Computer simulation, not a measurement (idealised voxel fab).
Process module name: voxel wiring stack
This is section cut - it's 285 nm across, gridded in 5 nm square cells.
When this document writes out a cross-section, it uses a grid of square cells and lists it as bands, beginning at the top and moving down, with a band standing for one or more rows of cells.
First you get the band's top height and its bottom height, in nm, and then the materials it's made of, left to right, with each width in nm. If you see a single material with "edge to edge", that one covers the band edge to edge. "empty" is empty space.
Heights from 0 (as-received wafer is one material below). Bottom band endless downward, as "z 0 and below".
A width given as "30..40" starts at the first number in the band's top row and ends at the second number in its bottom row, shifting by an equal amount at every step from row to row.
Any step labelled "no alterations made" changed none of the cells in the cross-section.
"Cavities, closed" specifies each empty space that is not open to the top and that occupies no fewer than 8 cells, using the form width x height at distance, the distance measured from the left edge and all three quantities in nm.
Heads up: the bit after the settings on a step's line is the simulator's remark on that step.
You can add "overlay nm" to a step's line. For a step with a mask, it describes how far the mask lay to the right of its planned position, and a negative number describes a lay to the left.
## Set out below are the planned steps of the process
1 RECEIVE with material Si
2 CONFORMAL_DEP with material SiO2, thk nm 10
3 CONFORMAL_DEP with material SiN, thk nm 5
4 DIRECTIONAL_DEP with material lowk, thk nm 25
5 MASKED_ETCH with tone open, mask id METAL_1, width nm 25, pitch nm 55, etch materials lowk, depth nm 25, overlay nm 0
6 MASKED_ETCH with tone open, mask id METAL_1, width nm 25, pitch nm 55, etch materials SiN, depth nm 5, overlay nm 0
7 CONFORMAL_DEP with material TiN, thk nm 5
8 FILL_DEP with material Cu, thk nm 5
9 CMP with height nm 40
10 CONFORMAL_DEP with material SiCN, thk nm 5
11 DIRECTIONAL_DEP with material SiO2, thk nm 25
12 DIRECTIONAL_DEP with material aC, thk nm 10
13 PATTERN with tone open, mask id METAL_2_HOLES, material resist, width nm 15, thk nm 30, overlay nm 0
14 DIRECTIONAL_ETCH with etch materials aC, depth nm 10
15 STRIP with etch materials resist
16 DIRECTIONAL_ETCH with etch materials SiO2, depth nm 25
17 STRIP with etch materials aC
18 MASKED_ETCH with tone open, mask id METAL_2, width nm 25, pitch nm 55, etch materials SiO2, depth nm 15, overlay nm 0
19 MASKED_ETCH with tone open, mask id METAL_2, width nm 25, pitch nm 55, etch materials SiCN, depth nm 5, overlay nm 0
20 CONFORMAL_DEP with material TiN, thk nm 5
21 FILL_DEP with material Cu, thk nm 5
22 CMP with height nm 70
23 CONFORMAL_DEP with material SiCN, thk nm 5
24 DIRECTIONAL_DEP with material SiO2, thk nm 30
25 MASKED_ETCH with tone open, mask id METAL_3, width nm 25, pitch nm 55, etch materials SiO2, depth nm 20, overlay nm 0
26 DIRECTIONAL_DEP with material aC, thk nm 10
27 PATTERN with tone open, mask id METAL_3_HOLES, material resist, width nm 15, pitch nm 55, thk nm 25, overlay nm 0
28 DIRECTIONAL_ETCH with etch materials aC, depth nm 10
29 STRIP with etch materials resist
30 DIRECTIONAL_ETCH with etch materials SiO2, depth nm 10
31 DIRECTIONAL_ETCH with etch materials SiCN, depth nm 5
32 STRIP with etch materials aC
33 CONFORMAL_DEP with material TiN, thk nm 5
34 FILL_DEP with material Cu, thk nm 5
35 CMP with height nm 105
36 CONFORMAL_DEP with material SiCN, thk nm 5
37 DIRECTIONAL_DEP with material SiO2, thk nm 25
38 PATTERN with tone open, mask id METAL_4_HOLES, material resist, width nm 15, pitch nm 55, thk nm 20, overlay nm 0
39 DIRECTIONAL_ETCH with etch materials SiO2, depth nm 25
40 STRIP with etch materials resist
41 PATTERN with tone open, mask id METAL_4, material resist, width nm 25, pitch nm 55, thk nm 20, overlay nm 0
42 DIRECTIONAL_ETCH with etch materials SiO2, depth nm 15
43 DIRECTIONAL_ETCH with etch materials SiCN, depth nm 5
44 STRIP with etch materials resist
45 CONFORMAL_DEP with material TiN, thk nm 5
46 FILL_DEP with material Cu, thk nm 10
47 CMP with height nm 135
48 CONFORMAL_DEP with material SiN, thk nm 5
## Incoming wafer, cross-sectional view, post step 1
> z 0 and below  Si edge to edge
> Cavities, closed: none
## Module complete - cross-section of the first of two wafers, run according to plan
> z 140 to 135  SiN edge to edge
> z 135 to 125  SiO2=100 / TiN=5 / Cu=15 / TiN=5 / SiO2=30 / TiN=5 / Cu=15 / TiN=5 / SiO2=105
> z 125 to 120  SiO2=100 / TiN=5 / Cu=5 / TiN=15 / SiO2=30 / TiN=5 / Cu=5 / TiN=15 / SiO2=105
> z 120 to 110  SiO2=100 / TiN=5 / Cu=5 / TiN=5 / SiO2=40 / TiN=5 / Cu=5 / TiN=5 / SiO2=115
> z 110 to 105  SiCN=100 / TiN=15 / SiCN=40 / TiN=15 / SiCN=115
> z 105 to 90  SiO2=100 / TiN=5 / Cu=15 / TiN=5 / SiO2=30 / TiN=5 / Cu=15 / TiN=5 / SiO2=105
> z 90 to 85  SiO2=100 / TiN=5 / Cu=5 / TiN=15 / SiO2=30 / TiN=5 / Cu=5 / TiN=15 / SiO2=105
> z 85 to 75  SiO2=100 / TiN=5 / Cu=5 / TiN=5 / SiO2=40 / TiN=5 / Cu=5 / TiN=5 / SiO2=115
> z 75 to 70  SiCN=100 / TiN=15 / SiCN=40 / TiN=15 / SiCN=115
> z 70 to 60  SiO2=100 / TiN=5 / Cu=15 / TiN=5 / SiO2=30 / TiN=5 / Cu=15 / TiN=5 / SiO2=105
> z 60 to 55  SiO2=100 / TiN=5 / Cu=5 / TiN=15 / SiO2=30 / TiN=25 / SiO2=105
> z 55 to 45  SiO2=100 / TiN=5 / Cu=5 / TiN=5 / SiO2=170
> z 45 to 40  SiCN=100 / TiN=15 / SiCN=170
> z 40 to 15  lowk=100 / TiN=5 / Cu=15 / TiN=5 / lowk=30 / TiN=5 / Cu=15 / TiN=5 / lowk=105
> z 15 to 10  SiN=100 / TiN=25 / SiN=30 / TiN=25 / SiN=105
> z 10 to 0  SiO2 edge to edge
> z 0 and below  Si edge to edge
> Cavities, closed: none
## Cross-section at end of module for the second wafer of two, which matched the first in starting point and plan and differed by one mistake in its processing
> z 140 to 135  SiN edge to edge
> z 135 to 125  Cu edge to edge
> z 125 to 120  Cu=95 / TiN=25 / Cu=30 / TiN=25 / Cu=110
> z 120 to 115  Cu=95 / TiN=5 / SiO2=15 / TiN=5 / Cu=30 / TiN=5 / SiO2=15 / TiN=5 / Cu=110
> z 115 to 110  TiN=100 / SiO2=15 / TiN=40 / SiO2=15 / TiN=115
> z 110 to 105  SiCN=115 / TiN=10 / SiCN=45 / TiN=10 / SiCN=105
> z 105 to 90  SiO2=100 / TiN=5 / Cu=15 / TiN=5 / SiO2=30 / TiN=5 / Cu=15 / TiN=5 / SiO2=105
> z 90 to 85  SiO2=100 / TiN=5 / Cu=5 / TiN=15 / SiO2=30 / TiN=5 / Cu=5 / TiN=15 / SiO2=105
> z 85 to 75  SiO2=100 / TiN=5 / Cu=5 / TiN=5 / SiO2=40 / TiN=5 / Cu=5 / TiN=5 / SiO2=115
> z 75 to 70  SiCN=100 / TiN=15 / SiCN=40 / TiN=15 / SiCN=115
> z 70 to 60  SiO2=100 / TiN=5 / Cu=15 / TiN=5 / SiO2=30 / TiN=5 / Cu=15 / TiN=5 / SiO2=105
> z 60 to 55  SiO2=100 / TiN=5 / Cu=5 / TiN=15 / SiO2=30 / TiN=25 / SiO2=105
> z 55 to 45  SiO2=100 / TiN=5 / Cu=5 / TiN=5 / SiO2=170
> z 45 to 40  SiCN=100 / TiN=15 / SiCN=170
> z 40 to 15  lowk=100 / TiN=5 / Cu=15 / TiN=5 / lowk=30 / TiN=5 / Cu=15 / TiN=5 / lowk=105
> z 15 to 10  SiN=100 / TiN=25 / SiN=30 / TiN=25 / SiN=105
> z 10 to 0  SiO2 edge to edge
> z 0 and below  Si edge to edge
> Cavities, closed: none
The plan and the run diverged here: the process deviated at step 38: the operation and settings actually run there were PATTERN with tone cover, mask id METAL_4_HOLES, material resist, width nm 15, pitch nm 55, thk nm 20, overlay nm 0
Count the cells at the end and the second wafer has more or fewer of some materials than the first: Cu +190, SiCN +2, SiO2 -231, TiN +39
